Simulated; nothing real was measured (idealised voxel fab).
Herein follows the process module entitled voxel transistor to metal.
295 nm wide, 5 nm square cells: that's cross-section cut.
Square cells in a grid make up a cross-section in this document, and the grid is given as bands, listed from the top down, each one or more rows of cells.
This entry defines a band. It first specifies the height of the band's top and the height of its bottom in nm, and then specifies the band's materials from left to right, stating each material with its width in nm. The word "all across" identifies a single material that fills the band from edge to edge, while the word "air" identifies empty space.
Basically, 0 is our baseline, since under it the wafer straight out of the box is all one material. The bottom band has no lower end and keeps on going down, so it looks like "0 and below".
When a width is written as two numbers, as in "30->40", the first number is the width in the top row of cells of the band and the second is the width in its bottom row, and the width changes by the same amount from each row to the next.
"no alteration" means the step left every cell of the cross-section as it was.
Any empty space of 8 cells or more lacking an open way to the top shows up in "Closed void inventory" as width x height at distance, distance from the left edge, in nm.
It should be noted that, on the line of a given step, the content following the step's settings is a remark produced by the simulator itself with respect to that step.
The "overlay nm" setting may appear on a step's line; for a step that uses a mask, it gives how far to the right of its planned position the mask lay, and a negative value indicates the left.

**Set out below are the planned steps of the process**
- 1: RECEIVE [material Si]
- 2: CONFORMAL_DEP [material SiO2] [thk nm 5]
- 3: CONFORMAL_DEP [material SiN] [thk nm 10]
- 4: MASKED_ETCH [tone cover] [mask id ACTIVE] [width nm 115] [pitch nm 145] [etch materials SiN] [depth nm 10] [overlay nm 0]
- 5: MASKED_ETCH [tone cover] [mask id ACTIVE] [width nm 115] [pitch nm 145] [etch materials SiO2] [depth nm 5] [overlay nm 0]
- 6: MASKED_ETCH [tone cover] [mask id ACTIVE] [width nm 115] [pitch nm 145] [etch materials Si] [depth nm 30] [overlay nm 0]
- 7: OXIDIZE [depth nm 5]
- 8: FILL_DEP [material SiO2] [thk nm 5]
- 9: CMP [height nm 15]
- 10: SELECTIVE_ETCH [etch materials SiO2] [depth nm 10]
- 11: STRIP [etch materials SiN]
- 12: SELECTIVE_ETCH [etch materials SiO2] [depth nm 5]
- 13: OXIDIZE [depth nm 5]
- 14: DIRECTIONAL_DEP [material polySi] [thk nm 25]
- 15: DIRECTIONAL_DEP [material SiCN] [thk nm 15]
- 16: PATTERN [tone cover] [mask id GATE] [material resist] [width nm 35] [pitch nm 145] [thk nm 15] [overlay nm 0]
- 17: DIRECTIONAL_ETCH [etch materials SiCN] [depth nm 25]
- 18: DIRECTIONAL_ETCH [etch materials polySi] [depth nm 35]
- 19: STRIP [etch materials resist]
- 20: CONFORMAL_DEP [material SiO2] [thk nm 5]
- 21: DIRECTIONAL_ETCH [etch materials SiO2] [depth nm 5]
- 22: CONFORMAL_DEP [material SiN] [thk nm 5]
- 23: DIRECTIONAL_ETCH [etch materials SiN] [depth nm 5]
- 24: DIRECTIONAL_ETCH [etch materials SiO2] [depth nm 5]
- 25: EPI [material pSi] [thk nm 5]
- 26: FILL_DEP [material SiO2] [thk nm 10]
- 27: CMP [height nm 25]
- 28: STRIP [etch materials polySi]
- 29: SELECTIVE_ETCH [etch materials SiO2] [depth nm 5]
- 30: CONFORMAL_DEP [material HfO2] [thk nm 5]
- 31: CONFORMAL_DEP [material TiN] [thk nm 5]
- 32: FILL_DEP [material W] [thk nm 10]
- 33: CMP [height nm 20]
- 34: DIRECTIONAL_DEP [material SiO2] [thk nm 15]
- 35: PATTERN [tone open] [mask id CONTACT] [material resist] [width nm 15] [thk nm 15] [overlay nm 0]
- 36: DIRECTIONAL_ETCH [etch materials SiO2] [depth nm 35]
- 37: STRIP [etch materials resist]
- 38: CONFORMAL_DEP [material TiN] [thk nm 5]
- 39: FILL_DEP [material W] [thk nm 5]
- 40: CMP [height nm 35]
- 41: CONFORMAL_DEP [material SiN] [thk nm 5]
- 42: DIRECTIONAL_DEP [material lowk] [thk nm 15]
- 43: MASKED_ETCH [tone open] [mask id METAL_1] [width nm 15] [etch materials lowk] [depth nm 15] [overlay nm 0]
- 44: MASKED_ETCH [tone open] [mask id METAL_1] [width nm 15] [etch materials SiN] [depth nm 5] [overlay nm 0]
- 45: CONFORMAL_DEP [material TiN] [thk nm 5]
- 46: FILL_DEP [material Ru] [thk nm 5]
- 47: CMP [height nm 55]
- 48: EPI [material Ru] [thk nm 5]
- 49: FILL_DEP [material SiCN] [thk nm 5]
- 50: DIRECTIONAL_DEP [material SiO2] [thk nm 35]
- 51: MASKED_ETCH [tone open] [mask id METAL_2] [width nm 15] [pitch nm 145] [etch materials SiO2] [depth nm 20] [overlay nm 0]
- 52: PATTERN [tone open] [mask id METAL_2_HOLES] [material resist] [width nm 15] [pitch nm 145] [thk nm 15] [overlay nm 0]
- 53: DIRECTIONAL_ETCH [etch materials SiO2] [depth nm 15]
- 54: DIRECTIONAL_ETCH [etch materials SiCN] [depth nm 5]
- 55: STRIP [etch materials resist]
- 56: CONFORMAL_DEP [material TiN] [thk nm 5]
- 57: FILL_DEP [material Cu] [thk nm 10]
- 58: CMP [height nm 100]
- 59: CONFORMAL_DEP [material SiCN] [thk nm 5]

**Incoming wafer in cross-section (state: after step 1)**
    0 and below: Si all across
    Closed void inventory: none

**Starting structure and process plan are as shown above, but one mistake was made in running the module; the wafer cross-section at the end of the module follows**
    105 down to 100: SiCN all across
    100 down to 65: SiO2 20  TiN 5  Cu 5  TiN 5  SiO2 130  TiN 5  Cu 5  TiN 5  SiO2 115
    65 down to 60: SiCN 20  TiN 15  SiCN 130  TiN 15  SiCN 115
    60 down to 55: SiCN 25  Ru 25  SiCN 65  Ru 25  SiCN 30  Ru 25  SiCN 65  Ru 25  SiCN 10
    55 down to 45: lowk 30  TiN 5  Ru 5  TiN 5  lowk 75  TiN 5  Ru 5  TiN 5  lowk 40  TiN 5  Ru 5  TiN 5  lowk 75  TiN 5  Ru 5  TiN 5  lowk 15
    45 down to 40: lowk 30  TiN 15  lowk 75  TiN 15  lowk 40  TiN 15  lowk 75  TiN 15  lowk 15
    40 down to 35: SiN 30  TiN 5  SiN 85  TiN 5  SiN 50  TiN 5  SiN 85  TiN 5  SiN 25
    35 down to 20: SiO2 20  TiN 5  W 5  TiN 5  SiO2 75  TiN 5  W 5  TiN 5  SiO2 40  TiN 5  W 5  TiN 5  SiO2 75  TiN 5  W 5  TiN 5  SiO2 25
    20 down to 5: SiO2 20  TiN 5  W 5  TiN 5  SiO2 10  SiN 5  HfO2 5  TiN 5  W 25  TiN 5  HfO2 5  SiN 5  SiO2 10  TiN 5  W 5  TiN 5  SiO2 40  TiN 5  W 5  TiN 5  SiO2 10  SiN 5  HfO2 5  TiN 5  W 25  TiN 5  HfO2 5  SiN 5  SiO2 10  TiN 5  W 5  TiN 5  SiO2 25
    5 down to 0: SiO2 20  TiN 15  SiO2 10  SiN 5  HfO2 5  TiN 35  HfO2 5  SiN 5  SiO2 10  TiN 15  SiO2 40  TiN 15  SiO2 10  SiN 5  HfO2 5  TiN 35  HfO2 5  SiN 5  SiO2 10  TiN 15  SiO2 25
    0 down to -5: SiO2 15  pSi 30  SiO2 5  HfO2 45  SiO2 5  pSi 30  SiO2 30  pSi 30  SiO2 5  HfO2 45  SiO2 5  pSi 30  SiO2 20
    -5 down to -35: SiO2 20  Si 105  SiO2 40  Si 105  SiO2 25
    -35 and below: Si all across
    Closed void inventory: none
Which mistake was made when the wafer was run? step 43: run off-plan, actual operation and settings MASKED_ETCH [tone open] [mask id METAL_1] [width nm 15] [etch materials lowk] [depth nm 15] [overlay nm 10]
